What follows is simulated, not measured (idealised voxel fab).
process module | voxel transistor to metal
cross-section cut | 175 nm wide | cells 5 nm
A cross-section is a grid of square cells, given in bands from the top down. A band is one or more rows of cells.
Each band's line starts with the height of the band's top and of its bottom, in nm. Then come its materials from left to right, each with its width in nm. One material with "throughout" fills the band from edge to edge. "air" is empty space.
Height 0 is the level under which the wafer as received is all one material. The lowest band goes on downwards, as in "0 down".
A width such as "30 to 40" changes by the same amount from each row of cells to the next, from the band's top row to its bottom row.
"no change" after a step means that no cell of the cross-section changed.
closed voids: empty space of 8 cells or more with no open way to the top, each as width x height at its distance from the left edge, in nm
after a step's settings: what the simulator itself notes on the step
overlay nm, on a step with a mask: how far to the right of its planned place the mask lay; to the left if negative
plan
1 op RECEIVE | material Si
2 op OXIDIZE | depth nm 5
3 op CONFORMAL_DEP | material SiN | thk nm 15
4 op MASKED_ETCH | tone cover | mask id ACTIVE | width nm 125 | etch materials SiN | depth nm 15 | overlay nm 0
5 op MASKED_ETCH | tone cover | mask id ACTIVE | width nm 125 | etch materials SiO2 | depth nm 5 | overlay nm 0
6 op MASKED_ETCH | tone cover | mask id ACTIVE | width nm 125 | etch materials Si | depth nm 20 | overlay nm 0
7 op OXIDIZE | depth nm 5
8 op FILL_DEP | material SiO2 | thk nm 5
9 op CMP | height nm 15
10 op SELECTIVE_ETCH | etch materials SiO2 | depth nm 10
11 op STRIP | etch materials SiN
12 op SELECTIVE_ETCH | etch materials SiO2 | depth nm 5
13 op OXIDIZE | depth nm 5
14 op DIRECTIONAL_DEP | material polySi | thk nm 30
15 op DIRECTIONAL_DEP | material SiCN | thk nm 15
16 op MASKED_ETCH | tone cover | mask id GATE | width nm 25 | etch materials SiCN | depth nm 25 | overlay nm 0
17 op MASKED_ETCH | tone cover | mask id GATE | width nm 25 | etch materials polySi | depth nm 40 | overlay nm 0
18 op CONFORMAL_DEP | material SiN | thk nm 5
19 op DIRECTIONAL_ETCH | etch materials SiN | depth nm 5
20 op DIRECTIONAL_ETCH | etch materials SiO2 | depth nm 5
21 op DIRECTIONAL_ETCH | etch materials Si | depth nm 10
22 op EPI | material nSi | thk nm 15
23 op FILL_DEP | material SiO2 | thk nm 5
24 op CMP | height nm 25
25 op STRIP | etch materials polySi
26 op SELECTIVE_ETCH | etch materials SiO2 | depth nm 5
27 op CONFORMAL_DEP | material HfO2 | thk nm 5
28 op CONFORMAL_DEP | material TiN | thk nm 5
29 op FILL_DEP | material W | thk nm 5
30 op CMP | height nm 20
31 op DIRECTIONAL_DEP | material SiO2 | thk nm 15
32 op DIRECTIONAL_DEP | material aC | thk nm 10
33 op PATTERN | tone open | mask id CONTACT | material resist | width nm 20 | pitch nm 85 | thk nm 30 | overlay nm 0
34 op DIRECTIONAL_ETCH | etch materials aC | depth nm 10
35 op STRIP | etch materials resist
36 op DIRECTIONAL_ETCH | etch materials SiO2 | depth nm 40
37 op STRIP | etch materials aC
38 op CONFORMAL_DEP | material TiN | thk nm 5
39 op FILL_DEP | material W | thk nm 5
40 op CMP | height nm 35
41 op DIRECTIONAL_DEP | material TiN | thk nm 5
42 op DIRECTIONAL_DEP | material Ru | thk nm 15
43 op MASKED_ETCH | tone cover | mask id METAL_1 | width nm 20 | pitch nm 85 | etch materials Ru | depth nm 15 | overlay nm 0
44 op MASKED_ETCH | tone cover | mask id METAL_1 | width nm 20 | pitch nm 85 | etch materials TiN | depth nm 5 | overlay nm 0
45 op FILL_DEP | material SiO2 | thk nm 10
46 op CMP | height nm 55
47 op CONFORMAL_DEP | material SiCN | thk nm 5
48 op DIRECTIONAL_DEP | material SiO2 | thk nm 25
49 op MASKED_ETCH | tone open | mask id METAL_2_HOLES | width nm 15 | pitch nm 85 | etch materials SiO2 | depth nm 25 | overlay nm 0
50 op DIRECTIONAL_DEP | material aC | thk nm 15
51 op PATTERN | tone open | mask id METAL_2 | material resist | width nm 20 | pitch nm 85 | thk nm 35 | overlay nm 0
52 op DIRECTIONAL_ETCH | etch materials aC | depth nm 15
53 op STRIP | etch materials resist
54 op DIRECTIONAL_ETCH | etch materials SiO2 | depth nm 15
55 op DIRECTIONAL_ETCH | etch materials SiCN | depth nm 5
56 op STRIP | etch materials aC
57 op CONFORMAL_DEP | material TiN | thk nm 5
58 op FILL_DEP | material Ru | thk nm 5
59 op CMP | height nm 85
60 op CONFORMAL_DEP | material SiCN | thk nm 5
as received, after step 1
  0 down: Si throughout
  closed voids: none
a wafer at the end: this start, this plan, one mistake
  90 to 85: SiCN throughout
  85 to 75: SiO2 35 | TiN 5 | Ru 10 | TiN 5 | SiO2 65 | TiN 5 | Ru 10 | TiN 5 | SiO2 35
  75 to 70: SiO2 35 | TiN 5 | Ru 5 | TiN 10 | SiO2 65 | TiN 5 | Ru 5 | TiN 10 | SiO2 35
  70 to 60: SiO2 35 | TiN 5 | Ru 5 | TiN 5 | SiO2 70 | TiN 5 | Ru 5 | TiN 5 | SiO2 40
  60 to 55: SiCN 35 | TiN 15 | SiCN 70 | TiN 15 | SiCN 40
  55 to 40: SiO2 35 | Ru 20 | SiO2 65 | Ru 20 | SiO2 35
  40 to 35: SiO2 35 | TiN 20 | SiO2 65 | TiN 20 | SiO2 35
  35 to 25: SiO2 35 | TiN 5 | W 10 | TiN 5 | SiO2 65 | TiN 5 | W 10 | TiN 5 | SiO2 35
  25 to 20: SiO2 35 | TiN 20 | SiO2 65 | TiN 20 | SiO2 35
  20 to 10: SiO2 35 | TiN 5 | nSi 30 | SiN 5 | HfO2 5 | TiN 5 | W 5 | TiN 5 | HfO2 5 | SiN 5 | nSi 30 | TiN 5 | SiO2 35
  10 to 0: SiO2 15 | nSi 55 | SiN 5 | HfO2 5 | TiN 5 | W 5 | TiN 5 | HfO2 5 | SiN 5 | nSi 55 | SiO2 15
  0 to -5: SiO2 15 | nSi 5 | SiN 5 | nSi 45 | SiN 5 | HfO2 5 | TiN 15 | HfO2 5 | SiN 5 | nSi 45 | SiN 5 | nSi 5 | SiO2 15
  -5 to -10: SiO2 25 | nSi 45 | HfO2 35 | nSi 45 | SiO2 25
  -10 to -20: SiO2 30 | nSi 40 | Si 35 | nSi 40 | SiO2 30
  -20 to -30: SiO2 30 | Si 115 | SiO2 30
  -30 down: Si throughout
  closed voids: none
what went wrong: step 22 was run twice
